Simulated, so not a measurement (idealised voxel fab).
process module | voxel double patterning
cross-section cut | 265 nm wide | cells 5 nm
A cross-section is a grid of square cells, given in bands from the top down. A band is one or more rows of cells.
Each band's line starts with the height of the band's top and of its bottom, in nm. Then come its materials from left to right, each with its width in nm. One material with "throughout" fills the band from edge to edge. "air" is empty space.
Height 0 is the level under which the wafer as received is all one material. The lowest band goes on downwards, as in "0 down".
A width such as "30 to 40" changes by the same amount from each row of cells to the next, from the band's top row to its bottom row.
"no change" after a step means that no cell of the cross-section changed.
closed voids: empty space of 8 cells or more with no open way to the top, each as width x height at its distance from the left edge, in nm
after a step's settings: what the simulator itself notes on the step
overlay nm, on a step with a mask: how far to the right of its planned place the mask lay; to the left if negative
plan
1 op RECEIVE | material Si
2 op CONFORMAL_DEP | material SiO2 | thk nm 5
3 op DIRECTIONAL_DEP | material polySi | thk nm 20
4 op DIRECTIONAL_DEP | material SiN | thk nm 5
5 op PATTERN | tone open | mask id FIRST | material resist | width nm 15 | pitch nm 50 | thk nm 15 | overlay nm 0
6 op DIRECTIONAL_ETCH | etch materials SiN | depth nm 5
7 op STRIP | etch materials resist
8 op DIRECTIONAL_DEP | material aC | thk nm 10
9 op PATTERN | tone open | mask id SECOND | material resist | width nm 15 | pitch nm 50 | thk nm 30 | overlay nm 0
10 op DIRECTIONAL_ETCH | etch materials aC | depth nm 10
11 op STRIP | etch materials resist
12 op DIRECTIONAL_ETCH | etch materials SiN | depth nm 5
13 op STRIP | etch materials aC
14 op DIRECTIONAL_ETCH | etch materials polySi | depth nm 20
15 op STRIP | etch materials SiN
as received, after step 1
  0 down: Si throughout
  closed voids: none
a wafer at the end: this start, this plan, one mistake
  25 to 0: SiO2 throughout
  0 down: Si throughout
  closed voids: none
what went wrong: step 3 ran as: op DIRECTIONAL_DEP | material SiO2 | thk nm 20
